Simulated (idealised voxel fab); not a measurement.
process module | voxel spacer lines
cross-section cut | 265 nm wide | cells 5 nm
A cross-section is a grid of square cells, given in bands from the top down. A band is one or more rows of cells.
Each band's line starts with the height of the band's top and of its bottom, in nm. Then come its materials from left to right, each with its width in nm. One material with "throughout" fills the band from edge to edge. "air" is empty space.
Height 0 is the level under which the wafer as received is all one material. The lowest band goes on downwards, as in "0 down".
A width such as "30 to 40" changes by the same amount from each row of cells to the next, from the band's top row to its bottom row.
"no change" after a step means that no cell of the cross-section changed.
closed voids: empty space of 8 cells or more with no open way to the top, each as width x height at its distance from the left edge, in nm
after a step's settings: what the simulator itself notes on the step
overlay nm, on a step with a mask: how far to the right of its planned place the mask lay; to the left if negative
plan
1 op RECEIVE | material Si
2 op CONFORMAL_DEP | material Al2O3 | thk nm 10
3 op DIRECTIONAL_DEP | material SiN | thk nm 10
4 op DIRECTIONAL_DEP | material aC | thk nm 30
5 op PATTERN | tone cover | mask id MANDREL | material resist | width nm 25 | pitch nm 80 | thk nm 35 | overlay nm -15
6 op DIRECTIONAL_ETCH | etch materials aC | depth nm 30
7 op STRIP | etch materials resist
8 op CONFORMAL_DEP | material SiO2 | thk nm 15
9 op DIRECTIONAL_ETCH | etch materials SiO2 | depth nm 15
10 op STRIP | etch materials aC
11 op DIRECTIONAL_ETCH | etch materials SiN | depth nm 10
12 op STRIP | etch materials SiO2
13 op FILL_DEP | material lowk | thk nm 10
14 op CMP | height nm 20
varied across the wafers: overlay nm of step 5. The plan shows the first wafer's value. All wafers start alike
first wafer as received, after step 1
  0 down: Si throughout
  closed voids: none
each wafer at the end: cells of each material gained (+) or lost (-) since it was received, then its closed voids
overlay nm -15 | +106 Al2O3 | +36 SiN | +70 lowk | closed voids: none
overlay nm -10 | +106 Al2O3 | +36 SiN | +70 lowk | closed voids: none
overlay nm -5 | +106 Al2O3 | +36 SiN | +70 lowk | closed voids: none
overlay nm 0 | +106 Al2O3 | +36 SiN | +70 lowk | closed voids: none
overlay nm 5 | +106 Al2O3 | +36 SiN | +70 lowk | closed voids: none
overlay nm 10 | +106 Al2O3 | +36 SiN | +70 lowk | closed voids: none
overlay nm 15 | +106 Al2O3 | +36 SiN | +70 lowk | closed voids: none
